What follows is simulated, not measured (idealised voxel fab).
This is a process module. Its name is voxel air gaps.
For reference, the cross-section in this document is cut, with width 260 nm and square cells of 5 nm.
Square cells in a grid make up a cross-section in this document, and the grid is given as bands, listed from the top down, each one or more rows of cells.
For a band, the entry starts with two heights in nm, that of the top and then that of the bottom, and carries on with the band's materials in order from left to right, each alongside its width in nm; the word "full width" beside a single material means it fills the band edge to edge, and "empty" means empty space.
Where do heights start? At 0: under that level the wafer as delivered is made of one material only. And the lowest band has no floor; it just carries on downward, as in "z 0 and below".
Note: "30->40" means the width goes from the first number (top row of the band) to the second number (bottom row) in equal steps per row of cells.
The designation "left unchanged", where it is given for a processing step, indicates that no cell of the cross-section was altered in the course of that step.
"Completely sealed voids" contains a list of empty spaces, each no smaller than 8 cells and without an open way to the top, written in the form width x height at distance with the distance from the left edge and all three in nm.
Whatever follows a step's settings on its line is a remark the simulator itself makes about that step.
On any step carrying a mask, the "overlay nm" setting, if present on the step's line, tells how far right of its planned place the mask lay; negative values point to the left.
-- Process steps (planned)
1) RECEIVE with material Si
2) CONFORMAL_DEP with material SiO2, thk nm 10
3) CONFORMAL_DEP with material SiCN, thk nm 5
4) DIRECTIONAL_DEP with material lowk, thk nm 40
5) DIRECTIONAL_DEP with material aC, thk nm 15
6) PATTERN with tone open, mask id LINES, material resist, width nm 25, pitch nm 50, thk nm 35, overlay nm 0
7) DIRECTIONAL_ETCH with etch materials aC, depth nm 15
8) STRIP with etch materials resist
9) DIRECTIONAL_ETCH with etch materials lowk, depth nm 40
10) STRIP with etch materials aC
11) CONFORMAL_DEP with material TiN, thk nm 5
12) FILL_DEP with material W, thk nm 5
13) CMP with height nm 55
14) EPI with material Ru, thk nm 10
15) SELECTIVE_ETCH with etch materials lowk, depth nm 50
16) CONFORMAL_DEP with material SiCN, thk nm 5
-- Received-state cross-section, reflecting completion of step 1
    z 0 and below: Si full width
    Completely sealed voids: none
-- first wafer at the end, as planned
    z 70 to 65: empty=25 / SiCN=205 / empty=30
    z 65 to 55: empty=25 / SiCN=5 / Ru=45 / SiCN=5 / Ru=45 / SiCN=5 / Ru=45 / SiCN=5 / Ru=45 / SiCN=5 / empty=30
    z 55 to 50: empty=25 / SiCN=15 / TiN=5 / W=15 / TiN=5 / SiCN=25 / TiN=5 / W=15 / TiN=5 / SiCN=25 / TiN=5 / W=15 / TiN=5 / SiCN=25 / TiN=5 / W=15 / TiN=5 / SiCN=15 / empty=30
    z 50 to 20: empty=35 / SiCN=5 / TiN=5 / W=15 / TiN=5 / SiCN=5 / empty=15 / SiCN=5 / TiN=5 / W=15 / TiN=5 / SiCN=5 / empty=15 / SiCN=5 / TiN=5 / W=15 / TiN=5 / SiCN=5 / empty=15 / SiCN=5 / TiN=5 / W=15 / TiN=5 / SiCN=5 / empty=40
    z 20 to 15: SiCN=40 / TiN=25 / SiCN=25 / TiN=25 / SiCN=25 / TiN=25 / SiCN=25 / TiN=25 / SiCN=45
    z 15 to 10: SiCN full width
    z 10 to 0: SiO2 full width
    z 0 and below: Si full width
    Completely sealed voids: 15 x 30 at 70; 15 x 30 at 120; 15 x 30 at 170
-- Cross-section of the latter of the two wafers at module completion. It had an identical start and an identical plan to the former; in running it, one mistake was made
    z 70 to 65: empty=25 / SiCN=210 / empty=25
    z 65 to 55: empty=25 / SiCN=5 / Ru=200 / SiCN=5 / empty=25
    z 55 to 50: empty=25 / SiCN=15 / TiN=5 / W=20 / TiN=5 / lowk=20 / TiN=5 / W=20 / TiN=5 / lowk=20 / TiN=5 / W=20 / TiN=5 / lowk=20 / TiN=5 / W=20 / TiN=5 / SiCN=15 / empty=25
    z 50 to 20: empty=35 / SiCN=5 / TiN=5 / W=20 / TiN=5 / lowk=20 / TiN=5 / W=20 / TiN=5 / lowk=20 / TiN=5 / W=20 / TiN=5 / lowk=20 / TiN=5 / W=20 / TiN=5 / SiCN=5 / empty=35
    z 20 to 15: SiCN=40 / TiN=30 / lowk=20 / TiN=30 / lowk=20 / TiN=30 / lowk=20 / TiN=30 / SiCN=40
    z 15 to 10: SiCN full width
    z 10 to 0: SiO2 full width
    z 0 and below: Si full width
    Completely sealed voids: none
The mistake made against the process plan was this: heads up, step 6 didn't go per plan, it actually ran as PATTERN with tone open, mask id LINES, material resist, width nm 30, pitch nm 50, thk nm 35, overlay nm 0
In the final state, the cell counts of the second wafer exceed or fall short of those of the first for the following materials: Ru: 8 more; SiCN: 72 fewer; TiN: 4 more; W: 28 more; lowk: 96 more
Upon completion, the first wafer exhibits 3 closed voids and the second wafer exhibits 0.
